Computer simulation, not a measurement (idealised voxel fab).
This section sets out a process module, namely voxel wiring stack.
The cross-section on display is named cut; it measures 190 nm wide, and its cells are 5 nm squares.
Cross-section layout: square cells on a grid; listed as bands, top to bottom; a band spans one or more cell rows. Per band: top height and bottom height in nm, followed by the left-to-right materials and their widths in nm; "edge to edge" marks a single material spanning edge to edge, "blank" marks empty space. All heights in this document are referenced to 0, defined as the level beneath which the wafer, as received, consists entirely of one material. The lowest band is not bounded below; it extends indefinitely downward and is written in the form "0 and below". Width: "30->40" (first number = top row, second number = bottom row, same change from row to row of cells). No cell of the cross-section changed in a step that is given as "no change". "Sealed voids" enumerates empty spaces isolated from the top, with no open way to it, that contain at least 8 cells, giving each as width x height at distance from the left edge, all three in nm. If you see something after the settings on a step's line, that's the simulator's own remark about that step. The "overlay nm" setting may appear on a step's line; for a step that uses a mask, it gives how far to the right of its planned position the mask lay, and a negative value indicates the left.

Listed below are the process steps as planned:
1,RECEIVE, material Si
2,CONFORMAL_DEP, material SiO2, thk nm 10
3,CONFORMAL_DEP, material SiCN, thk nm 5
4,DIRECTIONAL_DEP, material lowk, thk nm 25
5,DIRECTIONAL_DEP, material aC, thk nm 15
6,PATTERN, tone open, mask id METAL_1, material resist, width nm 20, pitch nm 40, thk nm 35, overlay nm 0
7,DIRECTIONAL_ETCH, etch materials aC, depth nm 15
8,STRIP, etch materials resist
9,DIRECTIONAL_ETCH, etch materials lowk, depth nm 25
10,DIRECTIONAL_ETCH, etch materials SiCN, depth nm 5
11,STRIP, etch materials aC
12,CONFORMAL_DEP, material TiN, thk nm 5
13,FILL_DEP, material Ru, thk nm 5
14,CMP, height nm 40
15,CONFORMAL_DEP, material SiCN, thk nm 5
16,DIRECTIONAL_DEP, material lowk, thk nm 15
17,DIRECTIONAL_DEP, material aC, thk nm 15
18,PATTERN, tone open, mask id PLUG_1, material resist, width nm 15, pitch nm 40, thk nm 35, overlay nm 0
19,DIRECTIONAL_ETCH, etch materials aC, depth nm 15
20,STRIP, etch materials resist
21,DIRECTIONAL_ETCH, etch materials lowk, depth nm 15
22,DIRECTIONAL_ETCH, etch materials SiCN, depth nm 5
23,STRIP, etch materials aC
24,EPI, material Ru, thk nm 10
25,EPI, material Ru, thk nm 10
26,CONFORMAL_DEP, material SiN, thk nm 5
27,DIRECTIONAL_DEP, material SiO2, thk nm 15
28,MASKED_ETCH, tone open, mask id METAL_2, width nm 20, pitch nm 40, etch materials SiO2, depth nm 15, overlay nm 0
29,MASKED_ETCH, tone open, mask id METAL_2, width nm 20, pitch nm 40, etch materials SiN, depth nm 5, overlay nm 0
30,CONFORMAL_DEP, material TiN, thk nm 5
31,FILL_DEP, material W, thk nm 10
32,CMP, height nm 80
33,CONFORMAL_DEP, material SiN, thk nm 5

Cross-section of the wafer as it came to us, i.e., already through step 1:
    0 and below  Si edge to edge
    Sealed voids: none

Starting structure and process plan are as shown above, but one mistake was made in running the module; the wafer cross-section at the end of the module follows:
    85 down to 80  SiN edge to edge
    80 down to 75  25 SiO2 / 5 TiN / 10 W / 5 TiN / 20 SiO2 / 5 TiN / 10 W / 5 TiN / 20 SiO2 / 5 TiN / 10 W / 5 TiN / 20 SiO2 / 5 TiN / 10 W / 5 TiN / 25 SiO2
    75 down to 70  10 SiO2 / 15 SiN / 20 TiN / 20 SiN / 20 TiN / 20 SiN / 20 TiN / 20 SiN / 20 TiN / 10 SiN / 15 SiO2
    70 down to 65  10 SiO2 / 5 SiN / 35 Ru / 5 SiN / 35 Ru / 5 SiN / 35 Ru / 5 SiN / 35 Ru / 5 SiN / 15 SiO2
    65 down to 60  15 SiN / 35 Ru / 5 SiN / 35 Ru / 5 SiN / 35 Ru / 5 SiN / 35 Ru / 20 SiN
    60 down to 45  25 lowk / 15 Ru / 25 lowk / 15 Ru / 25 lowk / 15 Ru / 25 lowk / 15 Ru / 30 lowk
    45 down to 40  25 SiCN / 15 Ru / 25 SiCN / 15 Ru / 25 SiCN / 15 Ru / 25 SiCN / 15 Ru / 30 SiCN
    40 down to 15  25 lowk / 5 TiN / 10 Ru / 5 TiN / 20 lowk / 5 TiN / 10 Ru / 5 TiN / 20 lowk / 5 TiN / 10 Ru / 5 TiN / 20 lowk / 5 TiN / 10 Ru / 5 TiN / 25 lowk
    15 down to 10  25 SiCN / 20 TiN / 20 SiCN / 20 TiN / 20 SiCN / 20 TiN / 20 SiCN / 20 TiN / 25 SiCN
    10 down to 0  SiO2 edge to edge
    0 and below  Si edge to edge
    Sealed voids: none
Short version of what went wrong: one of 24 and 25, all the same step, was done twice; can't tell which
